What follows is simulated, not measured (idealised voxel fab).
process module | voxel self aligned contacts
cross-section cut | 235 nm wide | cells 5 nm
A cross-section is a grid of square cells, given in bands from the top down. A band is one or more rows of cells.
Each band's line starts with the height of the band's top and of its bottom, in nm. Then come its materials from left to right, each with its width in nm. One material with "throughout" fills the band from edge to edge. "air" is empty space.
Height 0 is the level under which the wafer as received is all one material. The lowest band goes on downwards, as in "0 down".
A width such as "30 to 40" changes by the same amount from each row of cells to the next, from the band's top row to its bottom row.
"no change" after a step means that no cell of the cross-section changed.
closed voids: empty space of 8 cells or more with no open way to the top, each as width x height at its distance from the left edge, in nm
after a step's settings: what the simulator itself notes on the step
overlay nm, on a step with a mask: how far to the right of its planned place the mask lay; to the left if negative
plan
1 op RECEIVE | material Si
2 op OXIDIZE | depth nm 5
3 op DIRECTIONAL_DEP | material polySi | thk nm 25
4 op DIRECTIONAL_DEP | material SiN | thk nm 15
5 op PATTERN | tone cover | mask id GATE | material resist | width nm 25 | pitch nm 60 | thk nm 15 | overlay nm 0
6 op DIRECTIONAL_ETCH | etch materials SiN | depth nm 15
7 op DIRECTIONAL_ETCH | etch materials polySi | depth nm 25
8 op STRIP | etch materials resist
9 op CONFORMAL_DEP | material SiN | thk nm 5
10 op DIRECTIONAL_ETCH | etch materials SiN | depth nm 5
11 op FILL_DEP | material SiO2 | thk nm 15
12 op CMP | height nm 45
13 op PATTERN | tone open | mask id CONTACT | material resist | width nm 45 | pitch nm 60 | thk nm 15 | overlay nm 0
14 op DIRECTIONAL_ETCH | etch materials SiO2 | depth nm 50
15 op STRIP | etch materials resist
16 op CONFORMAL_DEP | material TiN | thk nm 5
17 op FILL_DEP | material W | thk nm 5
18 op CMP | height nm 45
19 op CONFORMAL_DEP | material SiN | thk nm 5
as received, after step 1
  0 down: Si throughout
  closed voids: none
first wafer at the end, as planned
  50 to 45: SiN throughout
  45 to 40: SiO2 65 | TiN 15 | W 15 | TiN 15 | SiO2 15 | TiN 15 | W 15 | TiN 15 | SiO2 65
  40 to 25: SiO2 40 | SiN 35 | TiN 5 | W 15 | TiN 5 | SiN 35 | TiN 5 | W 15 | TiN 5 | SiN 35 | SiO2 40
  25 to 0: SiO2 40 | SiN 5 | polySi 25 | SiN 5 | TiN 5 | W 15 | TiN 5 | SiN 5 | polySi 25 | SiN 5 | TiN 5 | W 15 | TiN 5 | SiN 5 | polySi 25 | SiN 5 | SiO2 40
  0 to -5: SiO2 75 | TiN 25 | SiO2 35 | TiN 25 | SiO2 75
  -5 down: Si throughout
  closed voids: none
second wafer at the end: like start, like plan, one mistake
  50 to 45: SiN throughout
  45 to 40: SiO2 65 | TiN 15 | W 15 | TiN 15 | SiO2 15 | TiN 15 | W 15 | TiN 15 | SiO2 65
  40 to 35: SiO2 40 | SiN 35 | TiN 5 | W 15 | TiN 5 | SiN 35 | TiN 5 | W 15 | TiN 5 | SiN 35 | SiO2 40
  35 to 30: SiO2 40 | SiN 35 | TiN 25 | SiN 35 | TiN 25 | SiN 35 | SiO2 40
  30 to 25: SiN throughout
  25 to 0: polySi throughout
  0 to -5: SiO2 throughout
  -5 down: Si throughout
  closed voids: none
what went wrong: step 6 ran as: op DIRECTIONAL_ETCH | etch materials SiN | depth nm 10
at the end the second wafer has, in cells: 4 fewer of SiN | 86 fewer of SiO2 | 28 fewer of TiN | 42 fewer of W | 160 more of polySi
